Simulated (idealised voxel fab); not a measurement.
The following process module bears the name voxel wiring stack.
Displayed cross-section: cut, width of 260 nm, square cells sized 5 nm.
Notation: cross-section as square-cell grid; stated in bands, top first, going down; one or more cell rows per band.
Each band's line starts with the height of the band's top and of its bottom, in nm. Then come its materials from left to right, each with its width in nm. One material with "all across" fills the band from edge to edge. "blank" is empty space.
Where do heights start? At 0: under that level the wafer as delivered is made of one material only. And the lowest band has no floor; it just carries on downward, as in "0 and below".
The expression "30->40" gives the width at the extremes of the band, the first number at its top row of cells and the second at its bottom row, with the width changing by equal amounts from each row to the next in between.
"identical to before" -> step changed no cross-section cell.
This entry, "Unvented internal voids", enumerates those empty regions of no fewer than 8 cells that possess no open connection to the top. Each region is reported in the form width x height at distance, the distance being taken from the left edge, with all three quantities expressed in nm.
If you see something after the settings on a step's line, that's the simulator's own remark about that step.
A step line may carry the setting "overlay nm", which, for steps involving a mask, states the distance by which the mask lay to the right of its intended position; negative values denote displacement to the left.

**Here's what the planned process steps look like**
step 1: RECEIVE | material Si
step 2: CONFORMAL_DEP | material SiO2 | thk nm 15
step 3: DIRECTIONAL_DEP | material TiN | thk nm 5
step 4: DIRECTIONAL_DEP | material W | thk nm 20
step 5: PATTERN | tone cover | mask id METAL_1 | material resist | width nm 20 | pitch nm 45 | thk nm 15 | overlay nm 0
step 6: DIRECTIONAL_ETCH | etch materials W | depth nm 20
step 7: DIRECTIONAL_ETCH | etch materials TiN | depth nm 5
step 8: STRIP | etch materials resist
step 9: FILL_DEP | material SiO2 | thk nm 10
step 10: CMP | height nm 40
step 11: CONFORMAL_DEP | material SiCN | thk nm 5
step 12: DIRECTIONAL_DEP | material lowk | thk nm 30
step 13: DIRECTIONAL_DEP | material aC | thk nm 10
step 14: PATTERN | tone open | mask id METAL_2_HOLES | material resist | width nm 15 | pitch nm 90 | thk nm 30 | overlay nm 0
step 15: DIRECTIONAL_ETCH | etch materials aC | depth nm 10
step 16: STRIP | etch materials resist
step 17: DIRECTIONAL_ETCH | etch materials lowk | depth nm 30
step 18: STRIP | etch materials aC
step 19: PATTERN | tone open | mask id METAL_2 | material resist | width nm 20 | pitch nm 45 | thk nm 15 | overlay nm 0
step 20: DIRECTIONAL_ETCH | etch materials lowk | depth nm 20
step 21: DIRECTIONAL_ETCH | etch materials SiCN | depth nm 5
step 22: STRIP | etch materials resist
step 23: CONFORMAL_DEP | material TiN | thk nm 5
step 24: FILL_DEP | material Ru | thk nm 5
step 25: CMP | height nm 75
step 26: CONFORMAL_DEP | material SiCN | thk nm 5
step 27: DIRECTIONAL_DEP | material lowk | thk nm 10
step 28: DIRECTIONAL_DEP | material aC | thk nm 15
step 29: PATTERN | tone open | mask id PLUG_2 | material resist | width nm 15 | pitch nm 45 | thk nm 30 | overlay nm 0
step 30: DIRECTIONAL_ETCH | etch materials aC | depth nm 15
step 31: STRIP | etch materials resist
step 32: DIRECTIONAL_ETCH | etch materials lowk | depth nm 10
step 33: DIRECTIONAL_ETCH | etch materials SiCN | depth nm 5
step 34: STRIP | etch materials aC
step 35: CONFORMAL_DEP | material TiN | thk nm 5
step 36: FILL_DEP | material Ru | thk nm 10
step 37: CMP | height nm 90
step 38: DIRECTIONAL_DEP | material TiN | thk nm 5
step 39: DIRECTIONAL_DEP | material W | thk nm 15
step 40: PATTERN | tone cover | mask id METAL_3 | material resist | width nm 20 | pitch nm 45 | thk nm 15 | overlay nm 0
step 41: DIRECTIONAL_ETCH | etch materials W | depth nm 15
step 42: DIRECTIONAL_ETCH | etch materials TiN | depth nm 5
step 43: STRIP | etch materials resist
step 44: FILL_DEP | material lowk | thk nm 5
step 45: CMP | height nm 110
step 46: CONFORMAL_DEP | material SiN | thk nm 5

**This is the cross-section of the wafer as we received it, i.e. after step 1**
- 0 and below: Si all across
- Unvented internal voids: none

**Cross-section, first of two wafers, end of module, run as planned**
- 115 down to 110: SiN all across
- 110 down to 95: lowk=50, then W=20, then lowk=25, then W=20, then lowk=25, then W=20, then lowk=25, then W=20, then lowk=55
- 95 down to 90: lowk=50, then TiN=20, then lowk=25, then TiN=20, then lowk=25, then TiN=20, then lowk=25, then TiN=20, then lowk=55
- 90 down to 80: lowk=50, then TiN=5, then Ru=5, then TiN=5, then lowk=30, then TiN=5, then Ru=5, then TiN=5, then lowk=30, then TiN=5, then Ru=5, then TiN=5, then lowk=30, then TiN=5, then Ru=5, then TiN=5, then lowk=60
- 80 down to 75: SiCN=50, then TiN=15, then SiCN=30, then TiN=15, then SiCN=30, then TiN=15, then SiCN=30, then TiN=15, then SiCN=60
- 75 down to 60: lowk=50, then TiN=5, then Ru=10, then TiN=5, then lowk=25, then TiN=5, then Ru=10, then TiN=5, then lowk=25, then TiN=5, then Ru=10, then TiN=5, then lowk=25, then TiN=5, then Ru=10, then TiN=5, then lowk=55
- 60 down to 55: lowk=50, then TiN=5, then Ru=5, then TiN=10, then lowk=25, then TiN=20, then lowk=25, then TiN=5, then Ru=5, then TiN=10, then lowk=25, then TiN=20, then lowk=55
- 55 down to 45: lowk=50, then TiN=5, then Ru=5, then TiN=5, then lowk=75, then TiN=5, then Ru=5, then TiN=5, then lowk=105
- 45 down to 40: SiCN=50, then TiN=15, then SiCN=75, then TiN=15, then SiCN=105
- 40 down to 20: SiO2=50, then W=20, then SiO2=25, then W=20, then SiO2=25, then W=20, then SiO2=25, then W=20, then SiO2=55
- 20 down to 15: SiO2=50, then TiN=20, then SiO2=25, then TiN=20, then SiO2=25, then TiN=20, then SiO2=25, then TiN=20, then SiO2=55
- 15 down to 0: SiO2 all across
- 0 and below: Si all across
- Unvented internal voids: none

**End-of-module cross-section of the second wafer: identical starting point and process plan to the first, with one processing mistake**
- 115 down to 110: SiN all across
- 110 down to 105: lowk=50, then TiN=20, then lowk=25, then TiN=20, then lowk=25, then TiN=20, then lowk=25, then TiN=20, then lowk=55
- 105 down to 90: W all across
- 90 down to 80: lowk=50, then TiN=5, then Ru=5, then TiN=5, then lowk=30, then TiN=5, then Ru=5, then TiN=5, then lowk=30, then TiN=5, then Ru=5, then TiN=5, then lowk=30, then TiN=5, then Ru=5, then TiN=5, then lowk=60
- 80 down to 75: SiCN=50, then TiN=15, then SiCN=30, then TiN=15, then SiCN=30, then TiN=15, then SiCN=30, then TiN=15, then SiCN=60
- 75 down to 60: lowk=50, then TiN=5, then Ru=10, then TiN=5, then lowk=25, then TiN=5, then Ru=10, then TiN=5, then lowk=25, then TiN=5, then Ru=10, then TiN=5, then lowk=25, then TiN=5, then Ru=10, then TiN=5, then lowk=55
- 60 down to 55: lowk=50, then TiN=5, then Ru=5, then TiN=10, then lowk=25, then TiN=20, then lowk=25, then TiN=5, then Ru=5, then TiN=10, then lowk=25, then TiN=20, then lowk=55
- 55 down to 45: lowk=50, then TiN=5, then Ru=5, then TiN=5, then lowk=75, then TiN=5, then Ru=5, then TiN=5, then lowk=105
- 45 down to 40: SiCN=50, then TiN=15, then SiCN=75, then TiN=15, then SiCN=105
- 40 down to 20: SiO2=50, then W=20, then SiO2=25, then W=20, then SiO2=25, then W=20, then SiO2=25, then W=20, then SiO2=55
- 20 down to 15: SiO2=50, then TiN=20, then SiO2=25, then TiN=20, then SiO2=25, then TiN=20, then SiO2=25, then TiN=20, then SiO2=55
- 15 down to 0: SiO2 all across
- 0 and below: Si all across
- Unvented internal voids: none
Diagnosis: a sequencing error occurred in which plan steps 38 and 39 were transposed
End of process, cell counts, second wafer against first, materials with more or fewer: W +108; lowk -108
